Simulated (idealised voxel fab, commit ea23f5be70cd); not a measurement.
The process module that follows is named voxel ribs on slabs.
The figure presents cross-section cut, which has a width of 195 nm and is divided into square cells with an edge length of 5 nm.
If you're reading a cross-section in this doc, picture square cells in a grid; it comes to you as bands, top ones listed first down to the bottom, and a band can be one or more rows of cells.
Band entry format. Leading values: height of top, height of bottom, nm. Remainder: materials in left-to-right order, each with its width in nm. Special words: "throughout" on a single material, which then fills the band edge to edge; "air", empty space.
Ref level 0: as-received wafer is one material below here. Bottom band extends down with no lower bound ("0 nm and below").
The two numbers in a width such as "30 to 40" mark its ends across the band: the first belongs to the top row of cells, the second to the bottom row, and from each row to the next the width moves by the same amount.
Reading "remained the same" for a step: not a cell of the cross-section changed in it.
Unvented internal voids: empty space of 8 cells or more with no open way to the top, each as width x height at its distance from the left edge, in nm
Note: text after step settings on the step line = simulator remark on that step.
overlay nm: mask right of planned place by this much (step with mask). Neg. = left.
Process steps foreseen in the plan:
1) RECEIVE [material Si]
2) DIRECTIONAL_DEP [material SiO2] [thk nm 25]
3) DIRECTIONAL_DEP [material SiN] [thk nm 20]
4) DIRECTIONAL_DEP [material aC] [thk nm 15]
5) PATTERN [tone cover] [mask id RIB] [material resist] [width nm 25] [thk nm 30] [overlay nm 0]
6) DIRECTIONAL_ETCH [etch materials aC] [depth nm 15]
7) STRIP [etch materials resist]
8) DIRECTIONAL_ETCH [etch materials SiN] [depth nm 5]
9) STRIP [etch materials aC]
10) MASKED_ETCH [tone cover] [mask id SLAB] [width nm 75] [etch materials SiN] [depth nm 15] [overlay nm 0]
11) FILL_DEP [material SiO2] [thk nm 20]
12) CMP [height nm 60]
13) DIRECTIONAL_DEP [material W] [thk nm 5]
14) PATTERN [tone cover] [mask id HEATER] [material resist] [width nm 35] [thk nm 20] [overlay nm 0]
15) DIRECTIONAL_ETCH [etch materials W] [depth nm 5]
16) STRIP [etch materials resist]
17) CONFORMAL_DEP [material SiO2] [thk nm 10]
Received-state cross-section, reflecting completion of step 1:
* 0 nm and below | Si throughout
* Unvented internal voids: none
First wafer of two, sectioned at end of module; run went per plan:
* 75 nm to 70 nm | 70 air; 55 SiO2; 70 air
* 70 nm to 65 nm | SiO2 throughout
* 65 nm to 60 nm | 80 SiO2; 35 W; 80 SiO2
* 60 nm to 45 nm | SiO2 throughout
* 45 nm to 40 nm | 85 SiO2; 25 SiN; 85 SiO2
* 40 nm to 25 nm | 60 SiO2; 75 SiN; 60 SiO2
* 25 nm to 0 nm | SiO2 throughout
* 0 nm and below | Si throughout
* Unvented internal voids: none
The second wafer, shown in cross-section after the module: started the same way as the first and given the same plan, yet one mistake crept into how it was run:
* 75 nm to 70 nm | 70 air; 55 SiO2; 70 air
* 70 nm to 65 nm | SiO2 throughout
* 65 nm to 60 nm | 80 SiO2; 35 W; 80 SiO2
* 60 nm to 45 nm | SiO2 throughout
* 45 nm to 40 nm | 85 SiO2; 25 SiN; 85 SiO2
* 40 nm to 25 nm | 65 SiO2; 70 SiN; 60 SiO2
* 25 nm to 0 nm | SiO2 throughout
* 0 nm and below | Si throughout
* Unvented internal voids: none
What went wrong in running the wafer? in deviation from the planned setting, step 10 was conducted as MASKED_ETCH [tone cover] [mask id SLAB] [width nm 70] [etch materials SiN] [depth nm 15] [overlay nm 0]
Looking at both finished wafers in cells, the second ends up ahead of or behind the first on some materials: SiN -3; SiO2 +3
